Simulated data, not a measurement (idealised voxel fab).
process module | voxel gate over fins
cross-section cut | 250 nm wide | cells 5 nm
A cross-section is a grid of square cells, given in bands from the top down. A band is one or more rows of cells.
Each band's line starts with the height of the band's top and of its bottom, in nm. Then come its materials from left to right, each with its width in nm. One material with "throughout" fills the band from edge to edge. "air" is empty space.
Height 0 is the level under which the wafer as received is all one material. The lowest band goes on downwards, as in "0 down".
A width such as "30 to 40" changes by the same amount from each row of cells to the next, from the band's top row to its bottom row.
"no change" after a step means that no cell of the cross-section changed.
closed voids: empty space of 8 cells or more with no open way to the top, each as width x height at its distance from the left edge, in nm
after a step's settings: what the simulator itself notes on the step
overlay nm, on a step with a mask: how far to the right of its planned place the mask lay; to the left if negative
plan
1 op RECEIVE | material Si
2 op CONFORMAL_DEP | material SiN | thk nm 10
3 op PATTERN | tone cover | mask id FINS | material resist | width nm 15 | pitch nm 35 | thk nm 20 | overlay nm 0
4 op DIRECTIONAL_ETCH | etch materials SiN | depth nm 10
5 op DIRECTIONAL_ETCH | etch materials Si | depth nm 35
6 op STRIP | etch materials resist
7 op FILL_DEP | material SiO2 | thk nm 10
8 op CMP | height nm 10
9 op SELECTIVE_ETCH | etch materials SiO2 | depth nm 25
10 op STRIP | etch materials SiN
11 op CONFORMAL_DEP | material HfO2 | thk nm 5
12 op CONFORMAL_DEP | material TiN | thk nm 5
13 op CONFORMAL_DEP | material TiAl | thk nm 5
14 op CONFORMAL_DEP | material TiN | thk nm 5
15 op FILL_DEP | material W | thk nm 10
16 op CMP | height nm 25
17 op CONFORMAL_DEP | material SiN | thk nm 5
as received, after step 1
  0 down: Si throughout
  closed voids: none
first wafer at the end, as planned
  30 to 25: SiN throughout
  25 to 20: W throughout
  20 to 15: W 80 | TiN 90 | W 80
  15 to 10: W 80 | TiN 5 | TiAl 80 | TiN 5 | W 80
  10 to 5: W 80 | TiN 5 | TiAl 5 | TiN 70 | TiAl 5 | TiN 5 | W 80
  5 to 0: TiN 85 | TiAl 5 | TiN 5 | HfO2 25 | TiN 10 | HfO2 25 | TiN 5 | TiAl 5 | TiN 85
  0 to -5: TiAl 90 | TiN 5 | HfO2 5 | Si 15 | HfO2 5 | TiN 10 | HfO2 5 | Si 15 | HfO2 5 | TiN 5 | TiAl 90
  -5 to -10: TiN 95 | HfO2 5 | Si 15 | HfO2 5 | TiN 10 | HfO2 5 | Si 15 | HfO2 5 | TiN 95
  -10 to -15: HfO2 100 | Si 15 | HfO2 20 | Si 15 | HfO2 100
  -15 to -35: SiO2 100 | Si 15 | SiO2 20 | Si 15 | SiO2 100
  -35 down: Si throughout
  closed voids: none
second wafer at the end: like start, like plan, one mistake
  30 to 25: SiN throughout
  25 to 15: W throughout
  15 to 10: W 85 | TiN 80 | W 85
  10 to 5: W 85 | TiN 5 | TiAl 70 | TiN 5 | W 85
  5 to 0: W 85 | TiN 5 | TiAl 5 | TiN 25 | TiAl 10 | TiN 25 | TiAl 5 | TiN 5 | W 85
  0 to -5: TiN 90 | TiAl 5 | TiN 5 | Si 15 | TiN 5 | TiAl 10 | TiN 5 | Si 15 | TiN 5 | TiAl 5 | TiN 90
  -5 to -10: TiAl 95 | TiN 5 | Si 15 | TiN 5 | TiAl 10 | TiN 5 | Si 15 | TiN 5 | TiAl 95
  -10 to -15: TiN 100 | Si 15 | TiN 20 | Si 15 | TiN 100
  -15 to -35: SiO2 100 | Si 15 | SiO2 20 | Si 15 | SiO2 100
  -35 down: Si throughout
  closed voids: none
what went wrong: step 11 was left out
at the end the second wafer has, in cells: 62 fewer of HfO2 | 6 more of TiAl | 56 more of W
